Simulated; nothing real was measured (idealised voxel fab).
Documented hereafter: the process module known as voxel double patterning.
The width of the displayed cross-section, cut, is 180 nm; its cells are square, with a size of 5 nm.
If you're reading a cross-section in this doc, picture square cells in a grid; it comes to you as bands, top ones listed first down to the bottom, and a band can be one or more rows of cells. Quick guide to a band line: top height, bottom height (nm) up front; then every material left to right with its width in nm. Only one material and it's marked "edge to edge"? Then it fills the band edge to edge. And "air" just means empty space. Ref level 0: as-received wafer is one material below here. Bottom band extends down with no lower bound ("z 0 and below"). Quick explanation for "30->40": the width changes in equal steps down the rows of cells, from the first number in the band's top row to the second number in its bottom row. Where the words "left unchanged" appear for a step, the cross-section shows no cell changed by that step; every cell remained as before. Entry "Cavities, closed". Content: empty spaces with no open connection to the top, size 8 cells or greater. Each: width x height at distance. Distance: from left edge. Unit: nm. The remark found on a step's line after its settings is issued by the simulator itself and pertains to that step. overlay nm: mask right of planned place by this much (step with mask). Neg. = left.

[Process steps foreseen in the plan]
1,RECEIVE with material Si
2,CONFORMAL_DEP with material SiO2, thk nm 5
3,DIRECTIONAL_DEP with material W, thk nm 20
4,DIRECTIONAL_DEP with material SiCN, thk nm 5
5,MASKED_ETCH with tone open, mask id FIRST, width nm 15, pitch nm 50, etch materials SiCN, depth nm 5, overlay nm 0
6,PATTERN with tone open, mask id SECOND, material resist, width nm 15, pitch nm 50, thk nm 15, overlay nm 0
7,DIRECTIONAL_ETCH with etch materials SiCN, depth nm 5
8,STRIP with etch materials resist
9,DIRECTIONAL_ETCH with etch materials W, depth nm 20
10,STRIP with etch materials SiCN

[First wafer out of two, processed as planned]

[As-received wafer cross-section (after step 1)]
> z 0 and below: Si edge to edge
> Cavities, closed: none

[The wafer, seen in cross-section, after step 2]
> z 5 to 0: SiO2 edge to edge
> Everything under 0 stays put, no change at all.

[The wafer, seen in cross-section, after step 3]
> z 25 to 5: W edge to edge
> Everything under 5 stays put, no change at all.

[The wafer, seen in cross-section, after step 4]
> z 30 to 25: SiCN edge to edge
> Everything under 25 stays put, no change at all.

[The wafer, seen in cross-section, after step 5]
> z 30 to 25: SiCN 30 nm, air 15 nm, SiCN 35 nm, air 15 nm, SiCN 35 nm, air 15 nm, SiCN 35 nm
> Everything under 25 stays put, no change at all.

[The wafer, seen in cross-section, after step 6]
> z 45 to 30: resist 55 nm, air 15 nm, resist 35 nm, air 15 nm, resist 60 nm
> z 30 to 25: SiCN 30 nm, resist 15 nm, SiCN 35 nm, resist 15 nm, SiCN 35 nm, resist 15 nm, SiCN 35 nm
> Everything under 25 stays put, no change at all.

[The wafer, seen in cross-section, after step 7]
> z 45 to 30: resist 55 nm, air 15 nm, resist 35 nm, air 15 nm, resist 60 nm
> z 30 to 25: SiCN 30 nm, resist 15 nm, SiCN 10 nm, air 15 nm, SiCN 10 nm, resist 15 nm, SiCN 10 nm, air 15 nm, SiCN 10 nm, resist 15 nm, SiCN 35 nm
> Everything under 25 stays put, no change at all.

[The wafer, seen in cross-section, after step 8]
> z 30 to 25: SiCN 30 nm, air 15 nm, SiCN 10 nm, air 15 nm, SiCN 10 nm, air 15 nm, SiCN 10 nm, air 15 nm, SiCN 10 nm, air 15 nm, SiCN 35 nm
> Everything under 25 stays put, no change at all.

[The wafer, seen in cross-section, after step 9]
> z 30 to 25: SiCN 30 nm, air 15 nm, SiCN 10 nm, air 15 nm, SiCN 10 nm, air 15 nm, SiCN 10 nm, air 15 nm, SiCN 10 nm, air 15 nm, SiCN 35 nm
> z 25 to 5: W 30 nm, air 15 nm, W 10 nm, air 15 nm, W 10 nm, air 15 nm, W 10 nm, air 15 nm, W 10 nm, air 15 nm, W 35 nm
> Everything under 5 stays put, no change at all.

[The wafer, seen in cross-section, after step 10]
> z 25 to 5: W 30 nm, air 15 nm, W 10 nm, air 15 nm, W 10 nm, air 15 nm, W 10 nm, air 15 nm, W 10 nm, air 15 nm, W 35 nm
> Everything under 5 stays put, no change at all.

[It is to be noted that the second wafer proceeded from the same initial state and according to the same plan as the first, although one mistake was committed in its execution; through step 5, inclusive, the two wafers share an identical history]

[when step 6 should have ended]
> z 45 to 30: air 55 nm, resist 15 nm, air 35 nm, resist 15 nm, air 60 nm
> Everything under 30 stays put, no change at all.

[when step 7 should have ended]
> z 45 to 30: air 55 nm, resist 15 nm, air 35 nm, resist 15 nm, air 60 nm
> z 30 to 25: air 55 nm, SiCN 15 nm, air 35 nm, SiCN 15 nm, air 60 nm
> Everything under 25 stays put, no change at all.

[when step 8 should have ended]
> z 30 to 25: air 55 nm, SiCN 15 nm, air 35 nm, SiCN 15 nm, air 60 nm
> Everything under 25 stays put, no change at all.

[when step 9 should have ended]
> z 30 to 25: air 55 nm, SiCN 15 nm, air 35 nm, SiCN 15 nm, air 60 nm
> z 25 to 5: air 55 nm, W 15 nm, air 35 nm, W 15 nm, air 60 nm
> Everything under 5 stays put, no change at all.

[when step 10 should have ended]
> z 25 to 5: air 55 nm, W 15 nm, air 35 nm, W 15 nm, air 60 nm
> Everything under 5 stays put, no change at all.
Run error: step 6 ran differently from the plan; actual operation with settings: PATTERN with tone cover, mask id SECOND, material resist, width nm 15, pitch nm 50, thk nm 15, overlay nm 0
Final wafer comparison in cells, second versus first, more or fewer per material: W: 60 fewer
